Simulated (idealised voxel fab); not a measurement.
process module | voxel wiring stack
cross-section cut | 300 nm wide | cells 5 nm
A cross-section is a grid of square cells, given in bands from the top down. A band is one or more rows of cells.
Each band's line starts with the height of the band's top and of its bottom, in nm. Then come its materials from left to right, each with its width in nm. One material with "throughout" fills the band from edge to edge. "air" is empty space.
Height 0 is the level under which the wafer as received is all one material. The lowest band goes on downwards, as in "0 down".
A width such as "30 to 40" changes by the same amount from each row of cells to the next, from the band's top row to its bottom row.
"no change" after a step means that no cell of the cross-section changed.
closed voids: empty space of 8 cells or more with no open way to the top, each as width x height at its distance from the left edge, in nm
after a step's settings: what the simulator itself notes on the step
overlay nm, on a step with a mask: how far to the right of its planned place the mask lay; to the left if negative
plan
1 op RECEIVE | material Si
2 op CONFORMAL_DEP | material SiO2 | thk nm 15
3 op DIRECTIONAL_DEP | material TiN | thk nm 5
4 op DIRECTIONAL_DEP | material Ru | thk nm 25
5 op PATTERN | tone cover | mask id METAL_1 | material resist | width nm 20 | pitch nm 35 | thk nm 20 | overlay nm 0
6 op DIRECTIONAL_ETCH | etch materials Ru | depth nm 25
7 op DIRECTIONAL_ETCH | etch materials TiN | depth nm 5
8 op STRIP | etch materials resist
9 op FILL_DEP | material SiO2 | thk nm 5
10 op CMP | height nm 45
11 op CONFORMAL_DEP | material SiCN | thk nm 5
12 op DIRECTIONAL_DEP | material SiO2 | thk nm 30
13 op PATTERN | tone open | mask id METAL_2_HOLES | material resist | width nm 15 | pitch nm 35 | thk nm 20 | overlay nm 0
14 op DIRECTIONAL_ETCH | etch materials SiO2 | depth nm 30
15 op STRIP | etch materials resist
16 op PATTERN | tone open | mask id METAL_2 | material resist | width nm 20 | pitch nm 35 | thk nm 20 | overlay nm 0
17 op DIRECTIONAL_ETCH | etch materials SiO2 | depth nm 15
18 op DIRECTIONAL_ETCH | etch materials SiCN | depth nm 5
19 op STRIP | etch materials resist
20 op CONFORMAL_DEP | material TiN | thk nm 5
21 op FILL_DEP | material Cu | thk nm 10
22 op CMP | height nm 80
23 op CONFORMAL_DEP | material SiCN | thk nm 5
24 op DIRECTIONAL_DEP | material SiO2 | thk nm 10
25 op MASKED_ETCH | tone open | mask id PLUG_2 | width nm 15 | pitch nm 35 | etch materials SiO2 | depth nm 10 | overlay nm 0
26 op MASKED_ETCH | tone open | mask id PLUG_2 | width nm 15 | pitch nm 35 | etch materials SiCN | depth nm 5 | overlay nm 0
27 op EPI | material Ru | thk nm 10
28 op EPI | material Ru | thk nm 5
29 op DIRECTIONAL_DEP | material TiN | thk nm 5
30 op DIRECTIONAL_DEP | material Ru | thk nm 20
31 op MASKED_ETCH | tone cover | mask id METAL_3 | width nm 20 | pitch nm 35 | etch materials Ru | depth nm 20 | overlay nm 0
32 op MASKED_ETCH | tone cover | mask id METAL_3 | width nm 20 | pitch nm 35 | etch materials TiN | depth nm 5 | overlay nm 0
33 op FILL_DEP | material SiO2 | thk nm 10
34 op CMP | height nm 120
35 op CONFORMAL_DEP | material SiCN | thk nm 5
36 op DIRECTIONAL_DEP | material SiO2 | thk nm 20
37 op DIRECTIONAL_DEP | material aC | thk nm 10
38 op PATTERN | tone open | mask id PLUG_3 | material resist | width nm 15 | pitch nm 35 | thk nm 25 | overlay nm 0
39 op DIRECTIONAL_ETCH | etch materials aC | depth nm 10
40 op STRIP | etch materials resist
41 op DIRECTIONAL_ETCH | etch materials SiO2 | depth nm 20
42 op DIRECTIONAL_ETCH | etch materials SiCN | depth nm 5
43 op STRIP | etch materials aC
44 op CONFORMAL_DEP | material TiN | thk nm 5
45 op FILL_DEP | material Cu | thk nm 10
46 op CMP | height nm 145
47 op DIRECTIONAL_DEP | material TiN | thk nm 5
48 op DIRECTIONAL_DEP | material W | thk nm 25
49 op MASKED_ETCH | tone cover | mask id METAL_4 | width nm 20 | pitch nm 35 | etch materials W | depth nm 25 | overlay nm 0
50 op MASKED_ETCH | tone cover | mask id METAL_4 | width nm 20 | pitch nm 35 | etch materials TiN | depth nm 5 | overlay nm 0
51 op CONFORMAL_DEP | material SiN | thk nm 5
52 op FILL_DEP | material lowk | thk nm 5
53 op CMP | height nm 175
54 op CONFORMAL_DEP | material SiN | thk nm 5
first wafer, as planned
as received, after step 1
  0 down: Si throughout
  closed voids: none
after step 2
  15 to 0: SiO2 throughout
  below 0: unchanged
after step 3
  20 to 15: TiN throughout
  below 15: unchanged
after step 4
  45 to 20: Ru throughout
  below 20: unchanged
after step 5
  65 to 45: air 85 | resist 20 | air 15 | resist 20 | air 15 | resist 20 | air 15 | resist 20 | air 90
  below 45: unchanged
after step 6
  65 to 45: air 85 | resist 20 | air 15 | resist 20 | air 15 | resist 20 | air 15 | resist 20 | air 90
  45 to 20: air 85 | Ru 20 | air 15 | Ru 20 | air 15 | Ru 20 | air 15 | Ru 20 | air 90
  below 20: unchanged
after step 7
  65 to 45: air 85 | resist 20 | air 15 | resist 20 | air 15 | resist 20 | air 15 | resist 20 | air 90
  45 to 20: air 85 | Ru 20 | air 15 | Ru 20 | air 15 | Ru 20 | air 15 | Ru 20 | air 90
  20 to 15: air 85 | TiN 20 | air 15 | TiN 20 | air 15 | TiN 20 | air 15 | TiN 20 | air 90
  below 15: unchanged
after step 8
  45 to 20: air 85 | Ru 20 | air 15 | Ru 20 | air 15 | Ru 20 | air 15 | Ru 20 | air 90
  below 20: unchanged
after step 9
  50 to 45: SiO2 throughout
  45 to 20: SiO2 85 | Ru 20 | SiO2 15 | Ru 20 | SiO2 15 | Ru 20 | SiO2 15 | Ru 20 | SiO2 90
  20 to 15: SiO2 85 | TiN 20 | SiO2 15 | TiN 20 | SiO2 15 | TiN 20 | SiO2 15 | TiN 20 | SiO2 90
  below 15: unchanged
after step 10
  45 to 20: SiO2 85 | Ru 20 | SiO2 15 | Ru 20 | SiO2 15 | Ru 20 | SiO2 15 | Ru 20 | SiO2 90
  below 20: unchanged
after step 11
  50 to 45: SiCN throughout
  below 45: unchanged
after step 12
  80 to 50: SiO2 throughout
  below 50: unchanged
after step 13
  100 to 80: resist 85 | air 15 | resist 20 | air 15 | resist 20 | air 15 | resist 20 | air 15 | resist 95
  below 80: unchanged
after step 14
  100 to 80: resist 85 | air 15 | resist 20 | air 15 | resist 20 | air 15 | resist 20 | air 15 | resist 95
  80 to 50: SiO2 85 | air 15 | SiO2 20 | air 15 | SiO2 20 | air 15 | SiO2 20 | air 15 | SiO2 95
  below 50: unchanged
after step 15
  80 to 50: SiO2 85 | air 15 | SiO2 20 | air 15 | SiO2 20 | air 15 | SiO2 20 | air 15 | SiO2 95
  below 50: unchanged
after step 16
  100 to 80: resist 85 | air 20 | resist 15 | air 20 | resist 15 | air 20 | resist 15 | air 20 | resist 90
  below 80: unchanged
after step 17
  100 to 80: resist 85 | air 20 | resist 15 | air 20 | resist 15 | air 20 | resist 15 | air 20 | resist 90
  80 to 65: SiO2 85 | air 20 | SiO2 15 | air 20 | SiO2 15 | air 20 | SiO2 15 | air 20 | SiO2 90
  below 65: unchanged
after step 18
  100 to 80: resist 85 | air 20 | resist 15 | air 20 | resist 15 | air 20 | resist 15 | air 20 | resist 90
  80 to 65: SiO2 85 | air 20 | SiO2 15 | air 20 | SiO2 15 | air 20 | SiO2 15 | air 20 | SiO2 90
  65 to 50: SiO2 85 | air 15 | SiO2 20 | air 15 | SiO2 20 | air 15 | SiO2 20 | air 15 | SiO2 95
  50 to 45: SiCN 85 | air 15 | SiCN 20 | air 15 | SiCN 20 | air 15 | SiCN 20 | air 15 | SiCN 95
  below 45: unchanged
after step 19
  80 to 65: SiO2 85 | air 20 | SiO2 15 | air 20 | SiO2 15 | air 20 | SiO2 15 | air 20 | SiO2 90
  below 65: unchanged
after step 20
  85 to 80: TiN 90 | air 10 | TiN 25 | air 10 | TiN 25 | air 10 | TiN 25 | air 10 | TiN 95
  80 to 70: SiO2 85 | TiN 5 | air 10 | TiN 5 | SiO2 15 | TiN 5 | air 10 | TiN 5 | SiO2 15 | TiN 5 | air 10 | TiN 5 | SiO2 15 | TiN 5 | air 10 | TiN 5 | SiO2 90
  70 to 65: SiO2 85 | TiN 5 | air 5 | TiN 10 | SiO2 15 | TiN 5 | air 5 | TiN 10 | SiO2 15 | TiN 5 | air 5 | TiN 10 | SiO2 15 | TiN 5 | air 5 | TiN 10 | SiO2 90
  65 to 50: SiO2 85 | TiN 5 | air 5 | TiN 5 | SiO2 20 | TiN 5 | air 5 | TiN 5 | SiO2 20 | TiN 5 | air 5 | TiN 5 | SiO2 20 | TiN 5 | air 5 | TiN 5 | SiO2 95
  50 to 45: SiCN 85 | TiN 15 | SiCN 20 | TiN 15 | SiCN 20 | TiN 15 | SiCN 20 | TiN 15 | SiCN 95
  below 45: unchanged
after step 21
  95 to 85: Cu throughout
  85 to 80: TiN 90 | Cu 10 | TiN 25 | Cu 10 | TiN 25 | Cu 10 | TiN 25 | Cu 10 | TiN 95
  80 to 70: SiO2 85 | TiN 5 | Cu 10 | TiN 5 | SiO2 15 | TiN 5 | Cu 10 | TiN 5 | SiO2 15 | TiN 5 | Cu 10 | TiN 5 | SiO2 15 | TiN 5 | Cu 10 | TiN 5 | SiO2 90
  70 to 65: SiO2 85 | TiN 5 | Cu 5 | TiN 10 | SiO2 15 | TiN 5 | Cu 5 | TiN 10 | SiO2 15 | TiN 5 | Cu 5 | TiN 10 | SiO2 15 | TiN 5 | Cu 5 | TiN 10 | SiO2 90
  65 to 50: SiO2 85 | TiN 5 | Cu 5 | TiN 5 | SiO2 20 | TiN 5 | Cu 5 | TiN 5 | SiO2 20 | TiN 5 | Cu 5 | TiN 5 | SiO2 20 | TiN 5 | Cu 5 | TiN 5 | SiO2 95
  below 50: unchanged
after step 22
  80 to 70: SiO2 85 | TiN 5 | Cu 10 | TiN 5 | SiO2 15 | TiN 5 | Cu 10 | TiN 5 | SiO2 15 | TiN 5 | Cu 10 | TiN 5 | SiO2 15 | TiN 5 | Cu 10 | TiN 5 | SiO2 90
  below 70: unchanged
after step 23
  85 to 80: SiCN throughout
  below 80: unchanged
after step 24
  95 to 85: SiO2 throughout
  below 85: unchanged
after step 25
  95 to 85: SiO2 85 | air 15 | SiO2 20 | air 15 | SiO2 20 | air 15 | SiO2 20 | air 15 | SiO2 95
  below 85: unchanged
after step 26
  95 to 85: SiO2 85 | air 15 | SiO2 20 | air 15 | SiO2 20 | air 15 | SiO2 20 | air 15 | SiO2 95
  85 to 80: SiCN 85 | air 15 | SiCN 20 | air 15 | SiCN 20 | air 15 | SiCN 20 | air 15 | SiCN 95
  below 80: unchanged
after step 27
  95 to 90: SiO2 85 | air 15 | SiO2 20 | air 15 | SiO2 20 | air 15 | SiO2 20 | air 15 | SiO2 95
  90 to 85: SiO2 85 | Ru 15 | SiO2 20 | Ru 15 | SiO2 20 | Ru 15 | SiO2 20 | Ru 15 | SiO2 95
  85 to 80: SiCN 85 | Ru 15 | SiCN 20 | Ru 15 | SiCN 20 | Ru 15 | SiCN 20 | Ru 15 | SiCN 95
  below 80: unchanged
after step 28
  95 to 85: SiO2 85 | Ru 15 | SiO2 20 | Ru 15 | SiO2 20 | Ru 15 | SiO2 20 | Ru 15 | SiO2 95
  below 85: unchanged
after step 29
  100 to 95: TiN throughout
  below 95: unchanged
after step 30
  120 to 100: Ru throughout
  below 100: unchanged
after step 31
  120 to 100: air 85 | Ru 20 | air 15 | Ru 20 | air 15 | Ru 20 | air 15 | Ru 20 | air 90
  below 100: unchanged
after step 32
  120 to 100: air 85 | Ru 20 | air 15 | Ru 20 | air 15 | Ru 20 | air 15 | Ru 20 | air 90
  100 to 95: air 85 | TiN 20 | air 15 | TiN 20 | air 15 | TiN 20 | air 15 | TiN 20 | air 90
  below 95: unchanged
after step 33
  130 to 120: SiO2 throughout
  120 to 100: SiO2 85 | Ru 20 | SiO2 15 | Ru 20 | SiO2 15 | Ru 20 | SiO2 15 | Ru 20 | SiO2 90
  100 to 95: SiO2 85 | TiN 20 | SiO2 15 | TiN 20 | SiO2 15 | TiN 20 | SiO2 15 | TiN 20 | SiO2 90
  below 95: unchanged
after step 34
  120 to 100: SiO2 85 | Ru 20 | SiO2 15 | Ru 20 | SiO2 15 | Ru 20 | SiO2 15 | Ru 20 | SiO2 90
  below 100: unchanged
after step 35
  125 to 120: SiCN throughout
  below 120: unchanged
after step 36
  145 to 125: SiO2 throughout
  below 125: unchanged
after step 37
  155 to 145: aC throughout
  below 145: unchanged
after step 38
  180 to 155: resist 85 | air 15 | resist 20 | air 15 | resist 20 | air 15 | resist 20 | air 15 | resist 95
  below 155: unchanged
after step 39
  170 to 155: resist 85 | air 15 | resist 20 | air 15 | resist 20 | air 15 | resist 20 | air 15 | resist 95
  155 to 145: aC 85 | air 15 | aC 20 | air 15 | aC 20 | air 15 | aC 20 | air 15 | aC 95
  below 145: unchanged
after step 40
  155 to 145: aC 85 | air 15 | aC 20 | air 15 | aC 20 | air 15 | aC 20 | air 15 | aC 95
  below 145: unchanged
after step 41
  155 to 145: aC 85 | air 15 | aC 20 | air 15 | aC 20 | air 15 | aC 20 | air 15 | aC 95
  145 to 125: SiO2 85 | air 15 | SiO2 20 | air 15 | SiO2 20 | air 15 | SiO2 20 | air 15 | SiO2 95
  below 125: unchanged
after step 42
  155 to 145: aC 85 | air 15 | aC 20 | air 15 | aC 20 | air 15 | aC 20 | air 15 | aC 95
  145 to 125: SiO2 85 | air 15 | SiO2 20 | air 15 | SiO2 20 | air 15 | SiO2 20 | air 15 | SiO2 95
  125 to 120: SiCN 85 | air 15 | SiCN 20 | air 15 | SiCN 20 | air 15 | SiCN 20 | air 15 | SiCN 95
  below 120: unchanged
after step 43
  145 to 125: SiO2 85 | air 15 | SiO2 20 | air 15 | SiO2 20 | air 15 | SiO2 20 | air 15 | SiO2 95
  below 125: unchanged
after step 44
  150 to 145: TiN 90 | air 5 | TiN 30 | air 5 | TiN 30 | air 5 | TiN 30 | air 5 | TiN 100
  145 to 125: SiO2 85 | TiN 5 | air 5 | TiN 5 | SiO2 20 | TiN 5 | air 5 | TiN 5 | SiO2 20 | TiN 5 | air 5 | TiN 5 | SiO2 20 | TiN 5 | air 5 | TiN 5 | SiO2 95
  125 to 120: SiCN 85 | TiN 15 | SiCN 20 | TiN 15 | SiCN 20 | TiN 15 | SiCN 20 | TiN 15 | SiCN 95
  below 120: unchanged
after step 45
  160 to 150: Cu throughout
  150 to 145: TiN 90 | Cu 5 | TiN 30 | Cu 5 | TiN 30 | Cu 5 | TiN 30 | Cu 5 | TiN 100
  145 to 125: SiO2 85 | TiN 5 | Cu 5 | TiN 5 | SiO2 20 | TiN 5 | Cu 5 | TiN 5 | SiO2 20 | TiN 5 | Cu 5 | TiN 5 | SiO2 20 | TiN 5 | Cu 5 | TiN 5 | SiO2 95
  below 125: unchanged
after step 46
  145 to 125: SiO2 85 | TiN 5 | Cu 5 | TiN 5 | SiO2 20 | TiN 5 | Cu 5 | TiN 5 | SiO2 20 | TiN 5 | Cu 5 | TiN 5 | SiO2 20 | TiN 5 | Cu 5 | TiN 5 | SiO2 95
  below 125: unchanged
after step 47
  150 to 145: TiN throughout
  below 145: unchanged
after step 48
  175 to 150: W throughout
  below 150: unchanged
after step 49
  175 to 150: air 85 | W 20 | air 15 | W 20 | air 15 | W 20 | air 15 | W 20 | air 90
  below 150: unchanged
after step 50
  175 to 150: air 85 | W 20 | air 15 | W 20 | air 15 | W 20 | air 15 | W 20 | air 90
  150 to 145: air 85 | TiN 20 | air 15 | TiN 20 | air 15 | TiN 20 | air 15 | TiN 20 | air 90
  below 145: unchanged
after step 51
  180 to 175: air 80 | SiN 30 | air 5 | SiN 30 | air 5 | SiN 30 | air 5 | SiN 30 | air 85
  175 to 150: air 80 | SiN 5 | W 20 | SiN 5 | air 5 | SiN 5 | W 20 | SiN 5 | air 5 | SiN 5 | W 20 | SiN 5 | air 5 | SiN 5 | W 20 | SiN 5 | air 85
  150 to 145: SiN 85 | TiN 20 | SiN 15 | TiN 20 | SiN 15 | TiN 20 | SiN 15 | TiN 20 | SiN 90
  below 145: unchanged
after step 52
  185 to 180: lowk throughout
  180 to 175: lowk 80 | SiN 30 | lowk 5 | SiN 30 | lowk 5 | SiN 30 | lowk 5 | SiN 30 | lowk 85
  175 to 150: lowk 80 | SiN 5 | W 20 | SiN 5 | lowk 5 | SiN 5 | W 20 | SiN 5 | lowk 5 | SiN 5 | W 20 | SiN 5 | lowk 5 | SiN 5 | W 20 | SiN 5 | lowk 85
  below 150: unchanged
after step 53
  175 to 150: lowk 80 | SiN 5 | W 20 | SiN 5 | lowk 5 | SiN 5 | W 20 | SiN 5 | lowk 5 | SiN 5 | W 20 | SiN 5 | lowk 5 | SiN 5 | W 20 | SiN 5 | lowk 85
  below 150: unchanged
after step 54
  180 to 175: SiN throughout
  below 175: unchanged
second wafer: like start, like plan, one mistake. Through step 23 it matches the first wafer
when step 24 should have ended: no change
when step 25 should have ended: no change
when step 26 should have ended
  85 to 80: SiCN 85 | air 15 | SiCN 20 | air 15 | SiCN 20 | air 15 | SiCN 20 | air 15 | SiCN 95
  below 80: unchanged
when step 27 should have ended
  90 to 85: air 80 | Ru 25 | air 10 | Ru 25 | air 10 | Ru 25 | air 10 | Ru 25 | air 90
  85 to 80: SiCN 85 | Ru 15 | SiCN 20 | Ru 15 | SiCN 20 | Ru 15 | SiCN 20 | Ru 15 | SiCN 95
  below 80: unchanged
when step 28 should have ended
  95 to 85: air 75 | Ru 140 | air 85
  below 85: unchanged
when step 29 should have ended
  100 to 95: air 75 | TiN 140 | air 85
  95 to 90: air 75 | Ru 140 | air 85
  90 to 85: TiN 75 | Ru 140 | TiN 85
  below 85: unchanged
when step 30 should have ended
  120 to 110: air 75 | Ru 140 | air 85
  110 to 100: Ru throughout
  100 to 95: Ru 75 | TiN 140 | Ru 85
  95 to 90: Ru throughout
  below 90: unchanged
when step 31 should have ended
  120 to 100: air 85 | Ru 20 | air 15 | Ru 20 | air 15 | Ru 20 | air 15 | Ru 20 | air 90
  100 to 95: air 75 | TiN 140 | air 85
  95 to 90: air 75 | Ru 140 | air 85
  below 90: unchanged
when step 32 should have ended
  120 to 100: air 85 | Ru 20 | air 15 | Ru 20 | air 15 | Ru 20 | air 15 | Ru 20 | air 90
  100 to 95: air 85 | TiN 20 | air 15 | TiN 20 | air 15 | TiN 20 | air 15 | TiN 20 | air 90
  95 to 85: air 75 | Ru 140 | air 85
  below 85: unchanged
when step 33 should have ended
  130 to 120: SiO2 throughout
  120 to 100: SiO2 85 | Ru 20 | SiO2 15 | Ru 20 | SiO2 15 | Ru 20 | SiO2 15 | Ru 20 | SiO2 90
  100 to 95: SiO2 85 | TiN 20 | SiO2 15 | TiN 20 | SiO2 15 | TiN 20 | SiO2 15 | TiN 20 | SiO2 90
  95 to 85: SiO2 75 | Ru 140 | SiO2 85
  below 85: unchanged
when step 34 should have ended
  120 to 100: SiO2 85 | Ru 20 | SiO2 15 | Ru 20 | SiO2 15 | Ru 20 | SiO2 15 | Ru 20 | SiO2 90
  below 100: unchanged
when step 35 should have ended
  125 to 120: SiCN throughout
  below 120: unchanged
when step 36 should have ended
  145 to 125: SiO2 throughout
  below 125: unchanged
when step 37 should have ended
  155 to 145: aC throughout
  below 145: unchanged
when step 38 should have ended
  180 to 155: resist 85 | air 15 | resist 20 | air 15 | resist 20 | air 15 | resist 20 | air 15 | resist 95
  below 155: unchanged
when step 39 should have ended
  170 to 155: resist 85 | air 15 | resist 20 | air 15 | resist 20 | air 15 | resist 20 | air 15 | resist 95
  155 to 145: aC 85 | air 15 | aC 20 | air 15 | aC 20 | air 15 | aC 20 | air 15 | aC 95
  below 145: unchanged
when step 40 should have ended
  155 to 145: aC 85 | air 15 | aC 20 | air 15 | aC 20 | air 15 | aC 20 | air 15 | aC 95
  below 145: unchanged
when step 41 should have ended
  155 to 145: aC 85 | air 15 | aC 20 | air 15 | aC 20 | air 15 | aC 20 | air 15 | aC 95
  145 to 125: SiO2 85 | air 15 | SiO2 20 | air 15 | SiO2 20 | air 15 | SiO2 20 | air 15 | SiO2 95
  below 125: unchanged
when step 42 should have ended
  155 to 145: aC 85 | air 15 | aC 20 | air 15 | aC 20 | air 15 | aC 20 | air 15 | aC 95
  145 to 125: SiO2 85 | air 15 | SiO2 20 | air 15 | SiO2 20 | air 15 | SiO2 20 | air 15 | SiO2 95
  125 to 120: SiCN 85 | air 15 | SiCN 20 | air 15 | SiCN 20 | air 15 | SiCN 20 | air 15 | SiCN 95
  below 120: unchanged
when step 43 should have ended
  145 to 125: SiO2 85 | air 15 | SiO2 20 | air 15 | SiO2 20 | air 15 | SiO2 20 | air 15 | SiO2 95
  below 125: unchanged
when step 44 should have ended
  150 to 145: TiN 90 | air 5 | TiN 30 | air 5 | TiN 30 | air 5 | TiN 30 | air 5 | TiN 100
  145 to 125: SiO2 85 | TiN 5 | air 5 | TiN 5 | SiO2 20 | TiN 5 | air 5 | TiN 5 | SiO2 20 | TiN 5 | air 5 | TiN 5 | SiO2 20 | TiN 5 | air 5 | TiN 5 | SiO2 95
  125 to 120: SiCN 85 | TiN 15 | SiCN 20 | TiN 15 | SiCN 20 | TiN 15 | SiCN 20 | TiN 15 | SiCN 95
  below 120: unchanged
when step 45 should have ended
  160 to 150: Cu throughout
  150 to 145: TiN 90 | Cu 5 | TiN 30 | Cu 5 | TiN 30 | Cu 5 | TiN 30 | Cu 5 | TiN 100
  145 to 125: SiO2 85 | TiN 5 | Cu 5 | TiN 5 | SiO2 20 | TiN 5 | Cu 5 | TiN 5 | SiO2 20 | TiN 5 | Cu 5 | TiN 5 | SiO2 20 | TiN 5 | Cu 5 | TiN 5 | SiO2 95
  below 125: unchanged
when step 46 should have ended
  145 to 125: SiO2 85 | TiN 5 | Cu 5 | TiN 5 | SiO2 20 | TiN 5 | Cu 5 | TiN 5 | SiO2 20 | TiN 5 | Cu 5 | TiN 5 | SiO2 20 | TiN 5 | Cu 5 | TiN 5 | SiO2 95
  below 125: unchanged
when step 47 should have ended
  150 to 145: TiN throughout
  below 145: unchanged
when step 48 should have ended
  175 to 150: W throughout
  below 150: unchanged
when step 49 should have ended
  175 to 150: air 85 | W 20 | air 15 | W 20 | air 15 | W 20 | air 15 | W 20 | air 90
  below 150: unchanged
when step 50 should have ended
  175 to 150: air 85 | W 20 | air 15 | W 20 | air 15 | W 20 | air 15 | W 20 | air 90
  150 to 145: air 85 | TiN 20 | air 15 | TiN 20 | air 15 | TiN 20 | air 15 | TiN 20 | air 90
  below 145: unchanged
when step 51 should have ended
  180 to 175: air 80 | SiN 30 | air 5 | SiN 30 | air 5 | SiN 30 | air 5 | SiN 30 | air 85
  175 to 150: air 80 | SiN 5 | W 20 | SiN 5 | air 5 | SiN 5 | W 20 | SiN 5 | air 5 | SiN 5 | W 20 | SiN 5 | air 5 | SiN 5 | W 20 | SiN 5 | air 85
  150 to 145: SiN 85 | TiN 20 | SiN 15 | TiN 20 | SiN 15 | TiN 20 | SiN 15 | TiN 20 | SiN 90
  below 145: unchanged
when step 52 should have ended
  185 to 180: lowk throughout
  180 to 175: lowk 80 | SiN 30 | lowk 5 | SiN 30 | lowk 5 | SiN 30 | lowk 5 | SiN 30 | lowk 85
  175 to 150: lowk 80 | SiN 5 | W 20 | SiN 5 | lowk 5 | SiN 5 | W 20 | SiN 5 | lowk 5 | SiN 5 | W 20 | SiN 5 | lowk 5 | SiN 5 | W 20 | SiN 5 | lowk 85
  below 150: unchanged
when step 53 should have ended
  175 to 150: lowk 80 | SiN 5 | W 20 | SiN 5 | lowk 5 | SiN 5 | W 20 | SiN 5 | lowk 5 | SiN 5 | W 20 | SiN 5 | lowk 5 | SiN 5 | W 20 | SiN 5 | lowk 85
  below 150: unchanged
when step 54 should have ended
  180 to 175: SiN throughout
  below 175: unchanged
what went wrong: step 24 was left out
at the end the second wafer has, in cells: 32 more of Ru | 32 fewer of SiO2
